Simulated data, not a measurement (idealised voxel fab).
The following is a process module called voxel plated lines.
FYI the section here is cut, 240 nm wide, cells are 5 nm squares.
This document writes a cross-section as a grid whose cells are square, and gives it as bands, listed from the top down; one or more rows of cells form a band.
Basically the band line says how high the top is and how high the bottom is, in nm, and then what's in it from left to right, every material with its width in nm. Empty space shows up as "air", and if a single material carries "all across" it runs the full band edge to edge.
Height is counted from the level 0, under which the received wafer is composed throughout of one material. The lowest of the bands is not closed at the bottom but continues downward, in the notation "from 0 down".
A width given as "30 to 40" starts at the first number in the band's top row and ends at the second number in its bottom row, shifting by an equal amount at every step from row to row.
Any step labelled "same as before" changed none of the cells in the cross-section.
"Entrapped voids" means: voids of 8 cells or more that are shut off from the top with no open way through. Written width x height at distance, distance from the left edge, in nm.
Step line, after settings: the simulator's comment on this step.
Each step line may optionally specify "overlay nm", which for a step with a mask gives the rightward distance between the mask's planned place and where it lay, a negative value indicating the leftward direction.
Here's what the planned process steps look like
1. RECEIVE (material Si)
2. CONFORMAL_DEP (material Al2O3; thk nm 10)
3. DIRECTIONAL_DEP (material TiN; thk nm 5)
4. PATTERN (tone open; mask id LINES; material resist; width nm 30; pitch nm 60; thk nm 30; overlay nm 0)
5. EPI (material Ru; thk nm 10)
6. EPI (material Ru; thk nm 10)
7. STRIP (etch materials resist)
8. DIRECTIONAL_ETCH (etch materials TiN; depth nm 5)
9. CONFORMAL_DEP (material SiN; thk nm 5)
Incoming wafer, cross-sectional view, post step 1
* from 0 down | Si all across
* Entrapped voids: none
First wafer at the end, as planned
* from 40 to 35 | 10 of air, then 40 of SiN, then 20 of air, then 40 of SiN, then 20 of air, then 40 of SiN, then 20 of air, then 40 of SiN, then 10 of air
* from 35 to 15 | 10 of air, then 5 of SiN, then 30 of Ru, then 5 of SiN, then 20 of air, then 5 of SiN, then 30 of Ru, then 5 of SiN, then 20 of air, then 5 of SiN, then 30 of Ru, then 5 of SiN, then 20 of air, then 5 of SiN, then 30 of Ru, then 5 of SiN, then 10 of air
* from 15 to 10 | 15 of SiN, then 30 of TiN, then 30 of SiN, then 30 of TiN, then 30 of SiN, then 30 of TiN, then 30 of SiN, then 30 of TiN, then 15 of SiN
* from 10 to 0 | Al2O3 all across
* from 0 down | Si all across
* Entrapped voids: none
Cross-sectional view: second of two wafers, end of module; start and plan identical to the first, one mistake in running
* from 40 to 35 | 10 of air, then 40 of SiN, then 20 of air, then 40 of SiN, then 20 of air, then 40 of SiN, then 20 of air, then 40 of SiN, then 10 of air
* from 35 to 30 | 10 of air, then 5 of SiN, then 30 of Ru, then 5 of SiN, then 20 of air, then 5 of SiN, then 30 of Ru, then 5 of SiN, then 20 of air, then 5 of SiN, then 30 of Ru, then 5 of SiN, then 20 of air, then 5 of SiN, then 30 of Ru, then 5 of SiN, then 10 of air
* from 30 to 25 | 15 of SiN, then 30 of Ru, then 30 of SiN, then 30 of Ru, then 30 of SiN, then 30 of Ru, then 30 of SiN, then 30 of Ru, then 15 of SiN
* from 25 to 15 | Ru all across
* from 15 to 10 | TiN all across
* from 10 to 0 | Al2O3 all across
* from 0 down | Si all across
* Entrapped voids: none
Nonconformance to the process plan: steps 4 and 5: order swapped relative to plan
The second wafer ends with more or fewer cells of some materials than the first, per final count: +48 Ru; -24 SiN; +24 TiN
